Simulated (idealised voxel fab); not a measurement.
Module name: voxel self aligned vias (process module)
The cross-section on display is named cut; it measures 210 nm wide, and its cells are 5 nm squares.
If you're reading a cross-section in this doc, picture square cells in a grid; it comes to you as bands, top ones listed first down to the bottom, and a band can be one or more rows of cells. Top height, bottom height, nm. Materials left to right, width each, nm. Single material + "full width" = fills band edge to edge. "blank" = empty. The level at which height equals 0 is the one under which the wafer, as it arrives, is entirely one material. No lower edge exists for the bottom band, which continues downward and is notated as in "0 down". When a width is written as two numbers, as in "30 to 40", the first number is the width in the top row of cells of the band and the second is the width in its bottom row, and the width changes by the same amount from each row to the next. "no change occurred" (step): cross-section cells unchanged, all of them. Under "Unvented internal voids" you'll find the enclosed gaps, the ones with no way out to the top, that are 8 cells or bigger; each reads width x height at distance, with distance counted from the left edge, everything in nm. Post-settings text on a step line: simulator's own remark regarding the step. The line of a step may include "overlay nm". On a step with a mask, this value is how far to the right of its planned place the mask lay. A negative value means the mask lay to the left. Note: before/after cross-section pairs follow, one process step per pair, after-side truncated at the lowest changed band, step and settings given beneath. Different runs of this module on the same starting wafer may supply the pairs; a pair continues the one above only where the "Pre-step cross-section" entry says so.
Pre-step cross-section
* 45 to 30  lowk 40  blank 25  lowk 25  blank 25  lowk 25  blank 25  lowk 45
* 30 to 25  lowk 40  TiN 5  Ru 15  TiN 5  lowk 25  TiN 5  Ru 15  TiN 5  lowk 25  TiN 5  Ru 15  TiN 5  lowk 45
* 25 to 20  lowk 40  TiN 25  lowk 25  TiN 25  lowk 25  TiN 25  lowk 45
* 20 to 15  SiCN full width
* 15 to 0  SiO2 full width
* 0 down  Si full width
* Unvented internal voids: none
Cross-Section Thereafter
* 55 to 45  SiN full width
* 45 to 30  lowk 40  SiN 25  lowk 25  SiN 25  lowk 25  SiN 25  lowk 45
* For the remainder of the cross-section, below 30, there is no change.
* Unvented internal voids: none
What was done to get from the upper cross-section to the lower one? op FILL_DEP | material SiN | thk nm 10
Pre-step cross-section: the after view from the pair directly above serves as the before view here.
Cross-Section Thereafter
* 45 to 30  lowk 40  SiN 25  lowk 25  SiN 25  lowk 25  SiN 25  lowk 45
* For the remainder of the cross-section, below 30, there is no change.
* Unvented internal voids: none
What was done to get from the upper cross-section to the lower one? op CMP | height nm 45
Pre-step cross-section: the after view from the pair directly above serves as the before view here.
Cross-Section Thereafter
* 60 to 45  lowk full width
* For the remainder of the cross-section, below 45, there is no change.
* Unvented internal voids: none
What was done to get from the upper cross-section to the lower one? op DIRECTIONAL_DEP | material lowk | thk nm 15
Pre-step cross-section: the after view from the pair directly above serves as the before view here.
Cross-Section Thereafter
* 80 to 60  resist 35  blank 35  resist 65  blank 35  resist 40
* For the remainder of the cross-section, below 60, there is no change.
* Unvented internal voids: none
What was done to get from the upper cross-section to the lower one? op PATTERN | tone open | mask id VIAS | material resist | width nm 35 | pitch nm 100 | thk nm 20 | overlay nm 0
Pre-step cross-section: the after view from the pair directly above serves as the before view here.
Cross-Section Thereafter
* 80 to 60  resist 35  blank 35  resist 65  blank 35  resist 40
* 60 to 45  lowk 35  blank 35  lowk 65  blank 35  lowk 40
* For the remainder of the cross-section, below 45, there is no change.
* Unvented internal voids: none
What was done to get from the upper cross-section to the lower one? op DIRECTIONAL_ETCH | etch materials lowk | depth nm 15
Pre-step cross-section: the after view from the pair directly above serves as the before view here.
Cross-Section Thereafter
* 80 to 60  resist 35  blank 35  resist 65  blank 35  resist 40
* 60 to 45  lowk 35  blank 35  lowk 65  blank 35  lowk 40
* 45 to 40  lowk 40  blank 25  lowk 25  SiN 25  lowk 25  blank 25  lowk 45
* For the remainder of the cross-section, below 40, there is no change.
* Unvented internal voids: none
What was done to get from the upper cross-section to the lower one? op DIRECTIONAL_ETCH | etch materials SiN | depth nm 5
Pre-step cross-section: the after view from the pair directly above serves as the before view here.
Cross-Section Thereafter
* 60 to 45  lowk 35  blank 35  lowk 65  blank 35  lowk 40
* For the remainder of the cross-section, below 45, there is no change.
* Unvented internal voids: none
What was done to get from the upper cross-section to the lower one? op STRIP | etch materials resist
Pre-step cross-section: the after view from the pair directly above serves as the before view here.
Cross-Section Thereafter
* 65 to 60  TiN 40  blank 25  TiN 75  blank 25  TiN 45
* 60 to 50  lowk 35  TiN 5  blank 25  TiN 5  lowk 65  TiN 5  blank 25  TiN 5  lowk 40
* 50 to 45  lowk 35  TiN 10  blank 15  TiN 10  lowk 65  TiN 10  blank 15  TiN 10  lowk 40
* 45 to 40  lowk 40  TiN 25  lowk 25  SiN 25  lowk 25  TiN 25  lowk 45
* For the remainder of the cross-section, below 40, there is no change.
* Unvented internal voids: none
What was done to get from the upper cross-section to the lower one? op CONFORMAL_DEP | material TiN | thk nm 5
Pre-step cross-section: the after view from the pair directly above serves as the before view here.
Cross-Section Thereafter
* 70 to 65  Ru full width
* 65 to 60  TiN 40  Ru 25  TiN 75  Ru 25  TiN 45
* 60 to 50  lowk 35  TiN 5  Ru 25  TiN 5  lowk 65  TiN 5  Ru 25  TiN 5  lowk 40
* 50 to 45  lowk 35  TiN 10  Ru 15  TiN 10  lowk 65  TiN 10  Ru 15  TiN 10  lowk 40
* For the remainder of the cross-section, below 45, there is no change.
* Unvented internal voids: none
What was done to get from the upper cross-section to the lower one? op FILL_DEP | material Ru | thk nm 5
Pre-step cross-section: the after view from the pair directly above serves as the before view here.
Cross-Section Thereafter
* 60 to 50  lowk 35  TiN 5  Ru 25  TiN 5  lowk 65  TiN 5  Ru 25  TiN 5  lowk 40
* For the remainder of the cross-section, below 50, there is no change.
* Unvented internal voids: none
What was done to get from the upper cross-section to the lower one? op CMP | height nm 60
Pre-step cross-section: the after view from the pair directly above serves as the before view here.
Cross-Section Thereafter
* 65 to 60  SiN full width
* For the remainder of the cross-section, below 60, there is no change.
* Unvented internal voids: none
What was done to get from the upper cross-section to the lower one? op CONFORMAL_DEP | material SiN | thk nm 5
Pre-step cross-section
* 60 to 45  lowk full width
* 45 to 40  lowk 40  SiN 25  lowk 25  SiN 25  lowk 25  SiN 25  lowk 45
* 40 to 25  lowk 40  TiN 5  Ru 15  TiN 5  lowk 25  TiN 5  Ru 15  TiN 5  lowk 25  TiN 5  Ru 15  TiN 5  lowk 45
* 25 to 20  lowk 40  TiN 25  lowk 25  TiN 25  lowk 25  TiN 25  lowk 45
* 20 to 15  SiCN full width
* 15 to 0  SiO2 full width
* 0 down  Si full width
* Unvented internal voids: none
Cross-Section Thereafter
* 80 to 60  resist 35  blank 40  resist 60  blank 40  resist 35
* For the remainder of the cross-section, below 60, there is no change.
* Unvented internal voids: none
What was done to get from the upper cross-section to the lower one? op PATTERN | tone open | mask id VIAS | material resist | width nm 40 | pitch nm 100 | thk nm 20 | overlay nm 0
Pre-step cross-section: the after view from the pair directly above serves as the before view here.
Cross-Section Thereafter
* 80 to 60  resist 35  blank 40  resist 60  blank 40  resist 35
* 60 to 45  lowk 35  blank 40  lowk 60  blank 40  lowk 35
* For the remainder of the cross-section, below 45, there is no change.
* Unvented internal voids: none
What was done to get from the upper cross-section to the lower one? op DIRECTIONAL_ETCH | etch materials lowk | depth nm 15
Pre-step cross-section: the after view from the pair directly above serves as the before view here.
Cross-Section Thereafter
* 80 to 60  resist 35  blank 40  resist 60  blank 40  resist 35
* 60 to 45  lowk 35  blank 40  lowk 60  blank 40  lowk 35
* 45 to 40  lowk 40  blank 25  lowk 25  SiN 25  lowk 25  blank 25  lowk 45
* For the remainder of the cross-section, below 40, there is no change.
* Unvented internal voids: none
What was done to get from the upper cross-section to the lower one? op DIRECTIONAL_ETCH | etch materials SiN | depth nm 5
Pre-step cross-section: the after view from the pair directly above serves as the before view here.
Cross-Section Thereafter
* 60 to 45  lowk 35  blank 40  lowk 60  blank 40  lowk 35
* For the remainder of the cross-section, below 45, there is no change.
* Unvented internal voids: none
What was done to get from the upper cross-section to the lower one? op STRIP | etch materials resist
Pre-step cross-section: the after view from the pair directly above serves as the before view here.
Cross-Section Thereafter
* 65 to 60  TiN 40  blank 30  TiN 70  blank 30  TiN 40
* 60 to 50  lowk 35  TiN 5  blank 30  TiN 5  lowk 60  TiN 5  blank 30  TiN 5  lowk 35
* 50 to 45  lowk 35  TiN 10  blank 15  TiN 15  lowk 60  TiN 10  blank 15  TiN 15  lowk 35
* 45 to 40  lowk 40  TiN 25  lowk 25  SiN 25  lowk 25  TiN 25  lowk 45
* For the remainder of the cross-section, below 40, there is no change.
* Unvented internal voids: none
What was done to get from the upper cross-section to the lower one? op CONFORMAL_DEP | material TiN | thk nm 5
Pre-step cross-section: the after view from the pair directly above serves as the before view here.
Cross-Section Thereafter
* 70 to 65  Ru full width
* 65 to 60  TiN 40  Ru 30  TiN 70  Ru 30  TiN 40
* 60 to 50  lowk 35  TiN 5  Ru 30  TiN 5  lowk 60  TiN 5  Ru 30  TiN 5  lowk 35
* 50 to 45  lowk 35  TiN 10  Ru 15  TiN 15  lowk 60  TiN 10  Ru 15  TiN 15  lowk 35
* For the remainder of the cross-section, below 45, there is no change.
* Unvented internal voids: none
What was done to get from the upper cross-section to the lower one? op FILL_DEP | material Ru | thk nm 5
Pre-step cross-section: the after view from the pair directly above serves as the before view here.
Cross-Section Thereafter
* 60 to 50  lowk 35  TiN 5  Ru 30  TiN 5  lowk 60  TiN 5  Ru 30  TiN 5  lowk 35
* For the remainder of the cross-section, below 50, there is no change.
* Unvented internal voids: none
What was done to get from the upper cross-section to the lower one? op CMP | height nm 60
Pre-step cross-section: the after view from the pair directly above serves as the before view here.
Cross-Section Thereafter
* 65 to 60  SiN full width
* For the remainder of the cross-section, below 60, there is no change.
* Unvented internal voids: none
What was done to get from the upper cross-section to the lower one? op CONFORMAL_DEP | material SiN | thk nm 5
Pre-step cross-section
* 60 to 45  lowk full width
* 45 to 40  lowk 40  SiN 25  lowk 25  SiN 25  lowk 25  SiN 25  lowk 45
* 40 to 25  lowk 40  TiN 5  Ru 15  TiN 5  lowk 25  TiN 5  Ru 15  TiN 5  lowk 25  TiN 5  Ru 15  TiN 5  lowk 45
* 25 to 20  lowk 40  TiN 25  lowk 25  TiN 25  lowk 25  TiN 25  lowk 45
* 20 to 15  SiCN full width
* 15 to 0  SiO2 full width
* 0 down  Si full width
* Unvented internal voids: none
Cross-Section Thereafter
* 80 to 60  resist 25  blank 35  resist 65  blank 35  resist 50
* For the remainder of the cross-section, below 60, there is no change.
* Unvented internal voids: none
What was done to get from the upper cross-section to the lower one? op PATTERN | tone open | mask id VIAS | material resist | width nm 35 | pitch nm 100 | thk nm 20 | overlay nm -10
Pre-step cross-section: the after view from the pair directly above serves as the before view here.
Cross-Section Thereafter
* 80 to 60  resist 25  blank 35  resist 65  blank 35  resist 50
* 60 to 45  lowk 25  blank 35  lowk 65  blank 35  lowk 50
* For the remainder of the cross-section, below 45, there is no change.
* Unvented internal voids: none
What was done to get from the upper cross-section to the lower one? op DIRECTIONAL_ETCH | etch materials lowk | depth nm 15
Pre-step cross-section: the after view from the pair directly above serves as the before view here.
Cross-Section Thereafter
* 80 to 60  resist 25  blank 35  resist 65  blank 35  resist 50
* 60 to 45  lowk 25  blank 35  lowk 65  blank 35  lowk 50
* 45 to 40  lowk 40  blank 20  SiN 5  lowk 25  SiN 25  lowk 25  blank 20  SiN 5  lowk 45
* For the remainder of the cross-section, below 40, there is no change.
* Unvented internal voids: none
What was done to get from the upper cross-section to the lower one? op DIRECTIONAL_ETCH | etch materials SiN | depth nm 5
Pre-step cross-section: the after view from the pair directly above serves as the before view here.
Cross-Section Thereafter
* 60 to 45  lowk 25  blank 35  lowk 65  blank 35  lowk 50
* For the remainder of the cross-section, below 45, there is no change.
* Unvented internal voids: none
What was done to get from the upper cross-section to the lower one? op STRIP | etch materials resist
Pre-step cross-section: the after view from the pair directly above serves as the before view here.
Cross-Section Thereafter
* 65 to 60  TiN 30  blank 25  TiN 75  blank 25  TiN 55
* 60 to 50  lowk 25  TiN 5  blank 25  TiN 5  lowk 65  TiN 5  blank 25  TiN 5  lowk 50
* 50 to 45  lowk 25  TiN 20  blank 10  TiN 5  lowk 65  TiN 20  blank 10  TiN 5  lowk 50
* 45 to 40  lowk 40  TiN 20  SiN 5  lowk 25  SiN 25  lowk 25  TiN 20  SiN 5  lowk 45
* For the remainder of the cross-section, below 40, there is no change.
* Unvented internal voids: none
What was done to get from the upper cross-section to the lower one? op CONFORMAL_DEP | material TiN | thk nm 5
Pre-step cross-section: the after view from the pair directly above serves as the before view here.
Cross-Section Thereafter
* 70 to 65  Ru full width
* 65 to 60  TiN 30  Ru 25  TiN 75  Ru 25  TiN 55
* 60 to 50  lowk 25  TiN 5  Ru 25  TiN 5  lowk 65  TiN 5  Ru 25  TiN 5  lowk 50
* 50 to 45  lowk 25  TiN 20  Ru 10  TiN 5  lowk 65  TiN 20  Ru 10  TiN 5  lowk 50
* For the remainder of the cross-section, below 45, there is no change.
* Unvented internal voids: none
What was done to get from the upper cross-section to the lower one? op FILL_DEP | material Ru | thk nm 5
Pre-step cross-section: the after view from the pair directly above serves as the before view here.
Cross-Section Thereafter
* 60 to 50  lowk 25  TiN 5  Ru 25  TiN 5  lowk 65  TiN 5  Ru 25  TiN 5  lowk 50
* For the remainder of the cross-section, below 50, there is no change.
* Unvented internal voids: none
What was done to get from the upper cross-section to the lower one? op CMP | height nm 60
Pre-step cross-section: the after view from the pair directly above serves as the before view here.
Cross-Section Thereafter
* 65 to 60  SiN full width
* For the remainder of the cross-section, below 60, there is no change.
* Unvented internal voids: none
What was done to get from the upper cross-section to the lower one? op CONFORMAL_DEP | material SiN | thk nm 5
Pre-step cross-section
* 45 to 40  lowk 40  SiN 25  lowk 25  SiN 25  lowk 25  SiN 25  lowk 45
* 40 to 25  lowk 40  TiN 5  Ru 15  TiN 5  lowk 25  TiN 5  Ru 15  TiN 5  lowk 25  TiN 5  Ru 15  TiN 5  lowk 45
* 25 to 20  lowk 40  TiN 25  lowk 25  TiN 25  lowk 25  TiN 25  lowk 45
* 20 to 15  SiCN full width
* 15 to 0  SiO2 full width
* 0 down  Si full width
* Unvented internal voids: none
Cross-Section Thereafter
* 60 to 45  W full width
* For the remainder of the cross-section, below 45, there is no change.
* Unvented internal voids: none
What was done to get from the upper cross-section to the lower one? op DIRECTIONAL_DEP | material W | thk nm 15
Pre-step cross-section: the after view from the pair directly above serves as the before view here.
Cross-Section Thereafter
* 80 to 60  resist 35  blank 35  resist 65  blank 35  resist 40
* For the remainder of the cross-section, below 60, there is no change.
* Unvented internal voids: none
What was done to get from the upper cross-section to the lower one? op PATTERN | tone open | mask id VIAS | material resist | width nm 35 | pitch nm 100 | thk nm 20 | overlay nm 0
Pre-step cross-section: the after view from the pair directly above serves as the before view here.
Cross-Section Thereafter
* 60 to 45  W full width
* For the remainder of the cross-section, below 45, there is no change.
* Unvented internal voids: none
What was done to get from the upper cross-section to the lower one? op STRIP | etch materials resist
Pre-step cross-section: the after view from the pair directly above serves as the before view here.
Cross-Section Thereafter
* 65 to 60  TiN full width
* For the remainder of the cross-section, below 60, there is no change.
* Unvented internal voids: none
What was done to get from the upper cross-section to the lower one? op CONFORMAL_DEP | material TiN | thk nm 5
Pre-step cross-section: the after view from the pair directly above serves as the before view here.
Cross-Section Thereafter
* 70 to 65  Ru full width
* For the remainder of the cross-section, below 65, there is no change.
* Unvented internal voids: none
What was done to get from the upper cross-section to the lower one? op FILL_DEP | material Ru | thk nm 5
Pre-step cross-section: the after view from the pair directly above serves as the before view here.
Cross-Section Thereafter
* 60 to 45  W full width
* For the remainder of the cross-section, below 45, there is no change.
* Unvented internal voids: none
What was done to get from the upper cross-section to the lower one? op CMP | height nm 60
Pre-step cross-section: the after view from the pair directly above serves as the before view here.
Cross-Section Thereafter
* 65 to 60  SiN full width
* For the remainder of the cross-section, below 60, there is no change.
* Unvented internal voids: none
What was done to get from the upper cross-section to the lower one? op CONFORMAL_DEP | material SiN | thk nm 5
Pre-step cross-section
* 45 to 20  lowk full width
* 20 to 15  SiCN full width
* 15 to 0  SiO2 full width
* 0 down  Si full width
* Unvented internal voids: none
Cross-Section Thereafter
* 65 to 45  blank 40  resist 25  blank 25  resist 25  blank 25  resist 25  blank 45
* For the remainder of the cross-section, below 45, there is no change.
* Unvented internal voids: none
What was done to get from the upper cross-section to the lower one? op PATTERN | tone cover | mask id LINES | material resist | width nm 25 | pitch nm 50 | thk nm 20 | overlay nm 0
Pre-step cross-section: the after view from the pair directly above serves as the before view here.
Cross-Section Thereafter
* 65 to 45  blank 40  resist 25  blank 25  resist 25  blank 25  resist 25  blank 45
* 45 to 20  blank 40  lowk 25  blank 25  lowk 25  blank 25  lowk 25  blank 45
* For the remainder of the cross-section, below 20, there is no change.
* Unvented internal voids: none
What was done to get from the upper cross-section to the lower one? op DIRECTIONAL_ETCH | etch materials lowk | depth nm 25
Pre-step cross-section: the after view from the pair directly above serves as the before view here.
Cross-Section Thereafter
* 45 to 20  blank 40  lowk 25  blank 25  lowk 25  blank 25  lowk 25  blank 45
* For the remainder of the cross-section, below 20, there is no change.
* Unvented internal voids: none
What was done to get from the upper cross-section to the lower one? op STRIP | etch materials resist
Pre-step cross-section: the after view from the pair directly above serves as the before view here.
Cross-Section Thereafter
* 50 to 45  blank 35  TiN 35  blank 15  TiN 35  blank 15  TiN 35  blank 40
* 45 to 25  blank 35  TiN 5  lowk 25  TiN 5  blank 15  TiN 5  lowk 25  TiN 5  blank 15  TiN 5  lowk 25  TiN 5  blank 40
* 25 to 20  TiN 40  lowk 25  TiN 25  lowk 25  TiN 25  lowk 25  TiN 45
* For the remainder of the cross-section, below 20, there is no change.
* Unvented internal voids: none
What was done to get from the upper cross-section to the lower one? op CONFORMAL_DEP | material TiN | thk nm 5
Pre-step cross-section: the after view from the pair directly above serves as the before view here.
Cross-Section Thereafter
* 55 to 50  Ru full width
* 50 to 45  Ru 35  TiN 35  Ru 15  TiN 35  Ru 15  TiN 35  Ru 40
* 45 to 25  Ru 35  TiN 5  lowk 25  TiN 5  Ru 15  TiN 5  lowk 25  TiN 5  Ru 15  TiN 5  lowk 25  TiN 5  Ru 40
* For the remainder of the cross-section, below 25, there is no change.
* Unvented internal voids: none
What was done to get from the upper cross-section to the lower one? op FILL_DEP | material Ru | thk nm 5
Pre-step cross-section: the after view from the pair directly above serves as the before view here.
Cross-Section Thereafter
* 45 to 25  Ru 35  TiN 5  lowk 25  TiN 5  Ru 15  TiN 5  lowk 25  TiN 5  Ru 15  TiN 5  lowk 25  TiN 5  Ru 40
* For the remainder of the cross-section, below 25, there is no change.
* Unvented internal voids: none
What was done to get from the upper cross-section to the lower one? op CMP | height nm 45
Pre-step cross-section: the after view from the pair directly above serves as the before view here.
Cross-Section Thereafter
* 45 to 40  blank 40  lowk 25  blank 25  lowk 25  blank 25  lowk 25  blank 45
* For the remainder of the cross-section, below 40, there is no change.
* Unvented internal voids: none
What was done to get from the upper cross-section to the lower one? op SELECTIVE_ETCH | etch materials W Ru TiN | depth nm 5
Pre-step cross-section: the after view from the pair directly above serves as the before view here.
Cross-Section Thereafter
* 55 to 45  SiN full width
* 45 to 40  SiN 40  lowk 25  SiN 25  lowk 25  SiN 25  lowk 25  SiN 45
* For the remainder of the cross-section, below 40, there is no change.
* Unvented internal voids: none
What was done to get from the upper cross-section to the lower one? op FILL_DEP | material SiN | thk nm 10
Pre-step cross-section: the after view from the pair directly above serves as the before view here.
Cross-Section Thereafter
* 45 to 40  SiN 40  lowk 25  SiN 25  lowk 25  SiN 25  lowk 25  SiN 45
* For the remainder of the cross-section, below 40, there is no change.
* Unvented internal voids: none
What was done to get from the upper cross-section to the lower one? op CMP | height nm 45
Pre-step cross-section: the after view from the pair directly above serves as the before view here.
Cross-Section Thereafter
* 60 to 45  lowk full width
* For the remainder of the cross-section, below 45, there is no change.
* Unvented internal voids: none
What was done to get from the upper cross-section to the lower one? op DIRECTIONAL_DEP | material lowk | thk nm 15
Pre-step cross-section: the after view from the pair directly above serves as the before view here.
Cross-Section Thereafter
* 80 to 60  resist 35  blank 35  resist 65  blank 35  resist 40
* For the remainder of the cross-section, below 60, there is no change.
* Unvented internal voids: none
What was done to get from the upper cross-section to the lower one? op PATTERN | tone open | mask id VIAS | material resist | width nm 35 | pitch nm 100 | thk nm 20 | overlay nm 0
Pre-step cross-section: the after view from the pair directly above serves as the before view here.
Cross-Section Thereafter
* 80 to 60  resist 35  blank 35  resist 65  blank 35  resist 40
* 60 to 45  lowk 35  blank 35  lowk 65  blank 35  lowk 40
* For the remainder of the cross-section, below 45, there is no change.
* Unvented internal voids: none
What was done to get from the upper cross-section to the lower one? op DIRECTIONAL_ETCH | etch materials lowk | depth nm 15
Pre-step cross-section: the after view from the pair directly above serves as the before view here.
Cross-Section Thereafter
* 80 to 60  resist 35  blank 35  resist 65  blank 35  resist 40
* 60 to 45  lowk 35  blank 35  lowk 65  blank 35  lowk 40
* 45 to 40  SiN 35  blank 5  lowk 25  blank 5  SiN 20  lowk 25  SiN 20  blank 5  lowk 25  blank 5  SiN 40
* For the remainder of the cross-section, below 40, there is no change.
* Unvented internal voids: none
What was done to get from the upper cross-section to the lower one? op DIRECTIONAL_ETCH | etch materials SiN | depth nm 5
Pre-step cross-section: the after view from the pair directly above serves as the before view here.
Cross-Section Thereafter
* 60 to 45  lowk 35  blank 35  lowk 65  blank 35  lowk 40
* For the remainder of the cross-section, below 45, there is no change.
* Unvented internal voids: none
What was done to get from the upper cross-section to the lower one? op STRIP | etch materials resist
Pre-step cross-section: the after view from the pair directly above serves as the before view here.
Cross-Section Thereafter
* 65 to 60  TiN 40  blank 25  TiN 75  blank 25  TiN 45
* 60 to 50  lowk 35  TiN 5  blank 25  TiN 5  lowk 65  TiN 5  blank 25  TiN 5  lowk 40
* 50 to 45  lowk 35  TiN 35  lowk 65  TiN 35  lowk 40
* 45 to 40  SiN 35  TiN 5  lowk 25  TiN 5  SiN 20  lowk 25  SiN 20  TiN 5  lowk 25  TiN 5  SiN 40
* For the remainder of the cross-section, below 40, there is no change.
* Unvented internal voids: none
What was done to get from the upper cross-section to the lower one? op CONFORMAL_DEP | material TiN | thk nm 5
Pre-step cross-section: the after view from the pair directly above serves as the before view here.
Cross-Section Thereafter
* 70 to 65  Ru full width
* 65 to 60  TiN 40  Ru 25  TiN 75  Ru 25  TiN 45
* 60 to 50  lowk 35  TiN 5  Ru 25  TiN 5  lowk 65  TiN 5  Ru 25  TiN 5  lowk 40
* For the remainder of the cross-section, below 50, there is no change.
* Unvented internal voids: none
What was done to get from the upper cross-section to the lower one? op FILL_DEP | material Ru | thk nm 5
Pre-step cross-section: the after view from the pair directly above serves as the before view here.
Cross-Section Thereafter
* 60 to 50  lowk 35  TiN 5  Ru 25  TiN 5  lowk 65  TiN 5  Ru 25  TiN 5  lowk 40
* For the remainder of the cross-section, below 50, there is no change.
* Unvented internal voids: none
What was done to get from the upper cross-section to the lower one? op CMP | height nm 60
Pre-step cross-section: the after view from the pair directly above serves as the before view here.
Cross-Section Thereafter
* 65 to 60  SiN full width
* For the remainder of the cross-section, below 60, there is no change.
* Unvented internal voids: none
What was done to get from the upper cross-section to the lower one? op CONFORMAL_DEP | material SiN | thk nm 5
